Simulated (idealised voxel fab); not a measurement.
The document below concerns the process module designated voxel gate over fins.
The width of the displayed cross-section, cut, is 260 nm; its cells are square, with a size of 5 nm.
Throughout this document, each cross-section is represented as a grid of square cells and is presented as a sequence of bands enumerated from the top downward, where a band comprises one or more rows of cells. First you get the band's top height and its bottom height, in nm, and then the materials it's made of, left to right, with each width in nm. If you see a single material with "all across", that one covers the band edge to edge. "air" is empty space. Heights are reckoned from 0. Under this level, the received wafer is all of one material. The bottommost band is open-ended downward, for example "0 -> down". Width spec "30..40" -> top row of cells at first value, bottom row at second value, equal per-row change in between. Where the words "no change occurred" appear for a step, the cross-section shows no cell changed by that step; every cell remained as before. Closed-off voids of 8+ cells (no open route to the top) go in "Closed void entries", written width x height at distance from the left edge, in nm. Read whatever lies past the settings on a step's line as the simulator's own remark about the step. Each step line may optionally specify "overlay nm", which for a step with a mask gives the rightward distance between the mask's planned place and where it lay, a negative value indicating the leftward direction.

# plan
- 1: RECEIVE | material Si
- 2: CONFORMAL_DEP | material SiN | thk nm 5
- 3: MASKED_ETCH | tone cover | mask id FINS | width nm 15 | pitch nm 50 | etch materials SiN | depth nm 5 | overlay nm 0
- 4: MASKED_ETCH | tone cover | mask id FINS | width nm 15 | pitch nm 50 | etch materials Si | depth nm 35 | overlay nm 0
- 5: OXIDIZE | depth nm 5
- 6: FILL_DEP | material SiO2 | thk nm 15
- 7: CMP | height nm 5
- 8: MASKED_ETCH | tone open | mask id RAIL | width nm 15 | etch materials SiO2 | depth nm 35 | overlay nm 0
- 9: CONFORMAL_DEP | material TiN | thk nm 5
- 10: FILL_DEP | material Ru | thk nm 5
- 11: CMP | height nm 5
- 12: SELECTIVE_ETCH | etch materials W Ru TiN | depth nm 20
- 13: FILL_DEP | material SiO2 | thk nm 5
- 14: CMP | height nm 5
- 15: SELECTIVE_ETCH | etch materials SiO2 | depth nm 15
- 16: STRIP | etch materials SiN
- 17: CONFORMAL_DEP | material HfO2 | thk nm 5
- 18: CONFORMAL_DEP | material TiN | thk nm 5
- 19: CONFORMAL_DEP | material TiAl | thk nm 5
- 20: CONFORMAL_DEP | material TiN | thk nm 5
- 21: FILL_DEP | material W | thk nm 10
- 22: CMP | height nm 25
- 23: CONFORMAL_DEP | material SiCN | thk nm 5

# Run as planned: first of two wafers

# Cross-section: wafer on arrival = after step 1
    0 -> down: Si all across
    Closed void entries: none

# Cross-section of the wafer after step 2
    5 -> 0: SiN all across
    For the remainder of the cross-section, below 0, there is no change.

# Cross-section of the wafer after step 3
    5 -> 0: air 45, SiN 15, air 35, SiN 15, air 35, SiN 15, air 35, SiN 15, air 50
    For the remainder of the cross-section, below 0, there is no change.

# Cross-section of the wafer after step 4
    5 -> 0: air 45, SiN 15, air 35, SiN 15, air 35, SiN 15, air 35, SiN 15, air 50
    0 -> -35: air 45, Si 15, air 35, Si 15, air 35, Si 15, air 35, Si 15, air 50
    For the remainder of the cross-section, below -35, there is no change.

# Cross-section of the wafer after step 5
    5 -> 0: air 45, SiN 15, air 35, SiN 15, air 35, SiN 15, air 35, SiN 15, air 50
    0 -> -35: air 45, SiO2 5, Si 5, SiO2 5, air 35, SiO2 5, Si 5, SiO2 5, air 35, SiO2 5, Si 5, SiO2 5, air 35, SiO2 5, Si 5, SiO2 5, air 50
    -35 -> -40: SiO2 50, Si 5, SiO2 45, Si 5, SiO2 45, Si 5, SiO2 45, Si 5, SiO2 55
    For the remainder of the cross-section, below -40, there is no change.

# Cross-section of the wafer after step 6
    20 -> 5: SiO2 all across
    5 -> 0: SiO2 45, SiN 15, SiO2 35, SiN 15, SiO2 35, SiN 15, SiO2 35, SiN 15, SiO2 50
    0 -> -40: SiO2 50, Si 5, SiO2 45, Si 5, SiO2 45, Si 5, SiO2 45, Si 5, SiO2 55
    For the remainder of the cross-section, below -40, there is no change.

# Cross-section of the wafer after step 7
    5 -> 0: SiO2 45, SiN 15, SiO2 35, SiN 15, SiO2 35, SiN 15, SiO2 35, SiN 15, SiO2 50
    For the remainder of the cross-section, below 0, there is no change.

# Cross-section of the wafer after step 8
    5 -> 0: SiO2 45, SiN 15, SiO2 10, air 15, SiO2 10, SiN 15, SiO2 35, SiN 15, SiO2 35, SiN 15, SiO2 50
    0 -> -30: SiO2 50, Si 5, SiO2 15, air 15, SiO2 15, Si 5, SiO2 45, Si 5, SiO2 45, Si 5, SiO2 55
    For the remainder of the cross-section, below -30, there is no change.

# Cross-section of the wafer after step 9
    10 -> 5: TiN 75, air 5, TiN 180
    5 -> 0: SiO2 45, SiN 15, SiO2 10, TiN 5, air 5, TiN 5, SiO2 10, SiN 15, SiO2 35, SiN 15, SiO2 35, SiN 15, SiO2 50
    0 -> -25: SiO2 50, Si 5, SiO2 15, TiN 5, air 5, TiN 5, SiO2 15, Si 5, SiO2 45, Si 5, SiO2 45, Si 5, SiO2 55
    -25 -> -30: SiO2 50, Si 5, SiO2 15, TiN 15, SiO2 15, Si 5, SiO2 45, Si 5, SiO2 45, Si 5, SiO2 55
    For the remainder of the cross-section, below -30, there is no change.

# Cross-section of the wafer after step 10
    15 -> 10: Ru all across
    10 -> 5: TiN 75, Ru 5, TiN 180
    5 -> 0: SiO2 45, SiN 15, SiO2 10, TiN 5, Ru 5, TiN 5, SiO2 10, SiN 15, SiO2 35, SiN 15, SiO2 35, SiN 15, SiO2 50
    0 -> -25: SiO2 50, Si 5, SiO2 15, TiN 5, Ru 5, TiN 5, SiO2 15, Si 5, SiO2 45, Si 5, SiO2 45, Si 5, SiO2 55
    For the remainder of the cross-section, below -25, there is no change.

# Cross-section of the wafer after step 11
    5 -> 0: SiO2 45, SiN 15, SiO2 10, TiN 5, Ru 5, TiN 5, SiO2 10, SiN 15, SiO2 35, SiN 15, SiO2 35, SiN 15, SiO2 50
    For the remainder of the cross-section, below 0, there is no change.

# Cross-section of the wafer after step 12
    5 -> 0: SiO2 45, SiN 15, SiO2 10, air 15, SiO2 10, SiN 15, SiO2 35, SiN 15, SiO2 35, SiN 15, SiO2 50
    0 -> -15: SiO2 50, Si 5, SiO2 15, air 15, SiO2 15, Si 5, SiO2 45, Si 5, SiO2 45, Si 5, SiO2 55
    For the remainder of the cross-section, below -15, there is no change.

# Cross-section of the wafer after step 13
    10 -> 5: SiO2 all across
    5 -> 0: SiO2 45, SiN 15, SiO2 35, SiN 15, SiO2 35, SiN 15, SiO2 35, SiN 15, SiO2 50
    0 -> -15: SiO2 50, Si 5, SiO2 45, Si 5, SiO2 45, Si 5, SiO2 45, Si 5, SiO2 55
    For the remainder of the cross-section, below -15, there is no change.

# Cross-section of the wafer after step 14
    5 -> 0: SiO2 45, SiN 15, SiO2 35, SiN 15, SiO2 35, SiN 15, SiO2 35, SiN 15, SiO2 50
    For the remainder of the cross-section, below 0, there is no change.

# Cross-section of the wafer after step 15
    5 -> 0: air 45, SiN 15, air 35, SiN 15, air 35, SiN 15, air 35, SiN 15, air 50
    0 -> -10: air 50, Si 5, air 45, Si 5, air 45, Si 5, air 45, Si 5, air 55
    For the remainder of the cross-section, below -10, there is no change.

# Cross-section of the wafer after step 16
    0 -> -10: air 50, Si 5, air 45, Si 5, air 45, Si 5, air 45, Si 5, air 55
    For the remainder of the cross-section, below -10, there is no change.

# Cross-section of the wafer after step 17
    5 -> 0: air 45, HfO2 15, air 35, HfO2 15, air 35, HfO2 15, air 35, HfO2 15, air 50
    0 -> -5: air 45, HfO2 5, Si 5, HfO2 5, air 35, HfO2 5, Si 5, HfO2 5, air 35, HfO2 5, Si 5, HfO2 5, air 35, HfO2 5, Si 5, HfO2 5, air 50
    -5 -> -10: HfO2 50, Si 5, HfO2 45, Si 5, HfO2 45, Si 5, HfO2 45, Si 5, HfO2 55
    For the remainder of the cross-section, below -10, there is no change.

# Cross-section of the wafer after step 18
    10 -> 5: air 40, TiN 25, air 25, TiN 25, air 25, TiN 25, air 25, TiN 25, air 45
    5 -> 0: air 40, TiN 5, HfO2 15, TiN 5, air 25, TiN 5, HfO2 15, TiN 5, air 25, TiN 5, HfO2 15, TiN 5, air 25, TiN 5, HfO2 15, TiN 5, air 45
    0 -> -5: TiN 45, HfO2 5, Si 5, HfO2 5, TiN 35, HfO2 5, Si 5, HfO2 5, TiN 35, HfO2 5, Si 5, HfO2 5, TiN 35, HfO2 5, Si 5, HfO2 5, TiN 50
    For the remainder of the cross-section, below -5, there is no change.

# Cross-section of the wafer after step 19
    15 -> 10: air 35, TiAl 35, air 15, TiAl 35, air 15, TiAl 35, air 15, TiAl 35, air 40
    10 -> 5: air 35, TiAl 5, TiN 25, TiAl 5, air 15, TiAl 5, TiN 25, TiAl 5, air 15, TiAl 5, TiN 25, TiAl 5, air 15, TiAl 5, TiN 25, TiAl 5, air 40
    5 -> 0: TiAl 40, TiN 5, HfO2 15, TiN 5, TiAl 25, TiN 5, HfO2 15, TiN 5, TiAl 25, TiN 5, HfO2 15, TiN 5, TiAl 25, TiN 5, HfO2 15, TiN 5, TiAl 45
    For the remainder of the cross-section, below 0, there is no change.

# Cross-section of the wafer after step 20
    20 -> 15: air 30, TiN 45, air 5, TiN 45, air 5, TiN 45, air 5, TiN 45, air 35
    15 -> 10: air 30, TiN 5, TiAl 35, TiN 5, air 5, TiN 5, TiAl 35, TiN 5, air 5, TiN 5, TiAl 35, TiN 5, air 5, TiN 5, TiAl 35, TiN 5, air 35
    10 -> 5: TiN 35, TiAl 5, TiN 25, TiAl 5, TiN 15, TiAl 5, TiN 25, TiAl 5, TiN 15, TiAl 5, TiN 25, TiAl 5, TiN 15, TiAl 5, TiN 25, TiAl 5, TiN 40
    For the remainder of the cross-section, below 5, there is no change.

# Cross-section of the wafer after step 21
    30 -> 20: W all across
    20 -> 15: W 30, TiN 45, W 5, TiN 45, W 5, TiN 45, W 5, TiN 45, W 35
    15 -> 10: W 30, TiN 5, TiAl 35, TiN 5, W 5, TiN 5, TiAl 35, TiN 5, W 5, TiN 5, TiAl 35, TiN 5, W 5, TiN 5, TiAl 35, TiN 5, W 35
    For the remainder of the cross-section, below 10, there is no change.

# Cross-section of the wafer after step 22
    25 -> 20: W all across
    For the remainder of the cross-section, below 20, there is no change.

# Cross-section of the wafer after step 23
    30 -> 25: SiCN all across
    For the remainder of the cross-section, below 25, there is no change.

# Here the second wafer is described. Its start and its plan were those of the first wafer. Its run contained one mistake. Up to and including step 17, it did exactly what the first wafer did

Second wafer, sectioned view, at step 18's planned end time: no change occurred

# Second wafer, sectioned view, at step 19's planned end time
    10 -> 5: air 40, TiAl 25, air 25, TiAl 25, air 25, TiAl 25, air 25, TiAl 25, air 45
    5 -> 0: air 40, TiAl 5, HfO2 15, TiAl 5, air 25, TiAl 5, HfO2 15, TiAl 5, air 25, TiAl 5, HfO2 15, TiAl 5, air 25, TiAl 5, HfO2 15, TiAl 5, air 45
    0 -> -5: TiAl 45, HfO2 5, Si 5, HfO2 5, TiAl 35, HfO2 5, Si 5, HfO2 5, TiAl 35, HfO2 5, Si 5, HfO2 5, TiAl 35, HfO2 5, Si 5, HfO2 5, TiAl 50
    For the remainder of the cross-section, below -5, there is no change.

# Second wafer, sectioned view, at step 20's planned end time
    15 -> 10: air 35, TiN 35, air 15, TiN 35, air 15, TiN 35, air 15, TiN 35, air 40
    10 -> 5: air 35, TiN 5, TiAl 25, TiN 5, air 15, TiN 5, TiAl 25, TiN 5, air 15, TiN 5, TiAl 25, TiN 5, air 15, TiN 5, TiAl 25, TiN 5, air 40
    5 -> 0: TiN 40, TiAl 5, HfO2 15, TiAl 5, TiN 25, TiAl 5, HfO2 15, TiAl 5, TiN 25, TiAl 5, HfO2 15, TiAl 5, TiN 25, TiAl 5, HfO2 15, TiAl 5, TiN 45
    For the remainder of the cross-section, below 0, there is no change.

# Second wafer, sectioned view, at step 21's planned end time
    25 -> 15: W all across
    15 -> 10: W 35, TiN 35, W 15, TiN 35, W 15, TiN 35, W 15, TiN 35, W 40
    10 -> 5: W 35, TiN 5, TiAl 25, TiN 5, W 15, TiN 5, TiAl 25, TiN 5, W 15, TiN 5, TiAl 25, TiN 5, W 15, TiN 5, TiAl 25, TiN 5, W 40
    For the remainder of the cross-section, below 5, there is no change.

Second wafer, sectioned view, at step 22's planned end time: no change occurred

# Second wafer, sectioned view, at step 23's planned end time
    30 -> 25: SiCN all across
    For the remainder of the cross-section, below 25, there is no change.
Against the plan, the run slipped here: step 18 from the plan never happened, it was just skipped
Counted in cells at the end, the second wafer holds more or fewer of these materials than the first: 68 fewer of TiN, 68 more of W
